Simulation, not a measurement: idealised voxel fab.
process module | voxel released beams
cross-section cut | 190 nm wide | cells 5 nm
A cross-section is a grid of square cells, given in bands from the top down. A band is one or more rows of cells.
Each band's line starts with the height of the band's top and of its bottom, in nm. Then come its materials from left to right, each with its width in nm. One material with "throughout" fills the band from edge to edge. "air" is empty space.
Height 0 is the level under which the wafer as received is all one material. The lowest band goes on downwards, as in "0 down".
A width such as "30 to 40" changes by the same amount from each row of cells to the next, from the band's top row to its bottom row.
"no change" after a step means that no cell of the cross-section changed.
closed voids: empty space of 8 cells or more with no open way to the top, each as width x height at its distance from the left edge, in nm
after a step's settings: what the simulator itself notes on the step
overlay nm, on a step with a mask: how far to the right of its planned place the mask lay; to the left if negative
plan
1 op RECEIVE | material Si
2 op CONFORMAL_DEP | material Al2O3 | thk nm 5
3 op DIRECTIONAL_DEP | material SiO2 | thk nm 20
4 op MASKED_ETCH | tone open | mask id ANCHOR | width nm 35 | etch materials SiO2 | depth nm 20 | overlay nm 0
5 op CONFORMAL_DEP | material W | thk nm 15
6 op DIRECTIONAL_DEP | material aC | thk nm 10
7 op PATTERN | tone cover | mask id BEAM | material resist | width nm 115 | thk nm 25 | overlay nm 0
8 op DIRECTIONAL_ETCH | etch materials aC | depth nm 10
9 op STRIP | etch materials resist
10 op DIRECTIONAL_ETCH | etch materials W | depth nm 15
11 op STRIP | etch materials aC
12 op STRIP | etch materials SiO2
first wafer, as planned
as received, after step 1
  0 down: Si throughout
  closed voids: none
after step 2
  5 to 0: Al2O3 throughout
  below 0: unchanged
after step 3
  25 to 5: SiO2 throughout
  below 5: unchanged
after step 4
  25 to 5: SiO2 40 | air 35 | SiO2 115
  below 5: unchanged
after step 5
  40 to 25: W 55 | air 5 | W 130
  25 to 20: SiO2 40 | W 15 | air 5 | W 15 | SiO2 115
  20 to 5: SiO2 40 | W 35 | SiO2 115
  below 5: unchanged
after step 6
  50 to 40: aC 55 | air 5 | aC 130
  40 to 30: W 55 | air 5 | W 130
  30 to 25: W 55 | aC 5 | W 130
  25 to 20: SiO2 40 | W 15 | aC 5 | W 15 | SiO2 115
  below 20: unchanged
after step 7
  75 to 50: air 35 | resist 115 | air 40
  50 to 40: aC 55 | resist 5 | aC 130
  40 to 30: W 55 | resist 5 | W 130
  below 30: unchanged
after step 8
  65 to 50: air 35 | resist 115 | air 40
  50 to 40: air 35 | aC 20 | resist 5 | aC 90 | air 40
  below 40: unchanged
after step 9
  50 to 40: air 35 | aC 20 | air 5 | aC 90 | air 40
  40 to 30: W 55 | air 5 | W 130
  below 30: unchanged
after step 10
  50 to 40: air 35 | aC 20 | air 5 | aC 90 | air 40
  40 to 30: air 35 | W 20 | air 5 | W 90 | air 40
  30 to 25: air 35 | W 20 | aC 5 | W 90 | air 40
  below 25: unchanged
after step 11
  40 to 25: air 35 | W 20 | air 5 | W 90 | air 40
  25 to 20: SiO2 40 | W 15 | air 5 | W 15 | SiO2 115
  below 20: unchanged
after step 12
  40 to 25: air 35 | W 20 | air 5 | W 90 | air 40
  25 to 20: air 40 | W 15 | air 5 | W 15 | air 115
  20 to 5: air 40 | W 35 | air 115
  below 5: unchanged
second wafer: like start, like plan, one mistake. Through step 6 it matches the first wafer
when step 7 should have ended
  75 to 50: air 45 | resist 115 | air 30
  50 to 40: aC 55 | resist 5 | aC 130
  40 to 30: W 55 | resist 5 | W 130
  below 30: unchanged
when step 8 should have ended
  65 to 50: air 45 | resist 115 | air 30
  50 to 40: air 45 | aC 10 | resist 5 | aC 100 | air 30
  below 40: unchanged
when step 9 should have ended
  50 to 40: air 45 | aC 10 | air 5 | aC 100 | air 30
  40 to 30: W 55 | air 5 | W 130
  below 30: unchanged
when step 10 should have ended
  50 to 40: air 45 | aC 10 | air 5 | aC 100 | air 30
  40 to 30: air 45 | W 10 | air 5 | W 100 | air 30
  30 to 25: air 45 | W 10 | aC 5 | W 100 | air 30
  below 25: unchanged
when step 11 should have ended
  40 to 25: air 45 | W 10 | air 5 | W 100 | air 30
  25 to 20: SiO2 40 | W 15 | air 5 | W 15 | SiO2 115
  below 20: unchanged
when step 12 should have ended
  40 to 25: air 45 | W 10 | air 5 | W 100 | air 30
  25 to 20: air 40 | W 15 | air 5 | W 15 | air 115
  20 to 5: air 40 | W 35 | air 115
  below 5: unchanged
what went wrong: step 7 ran as: op PATTERN | tone cover | mask id BEAM | material resist | width nm 115 | thk nm 25 | overlay nm 10
at the end the second wafer has, in cells: as many of each material as the first, in other places
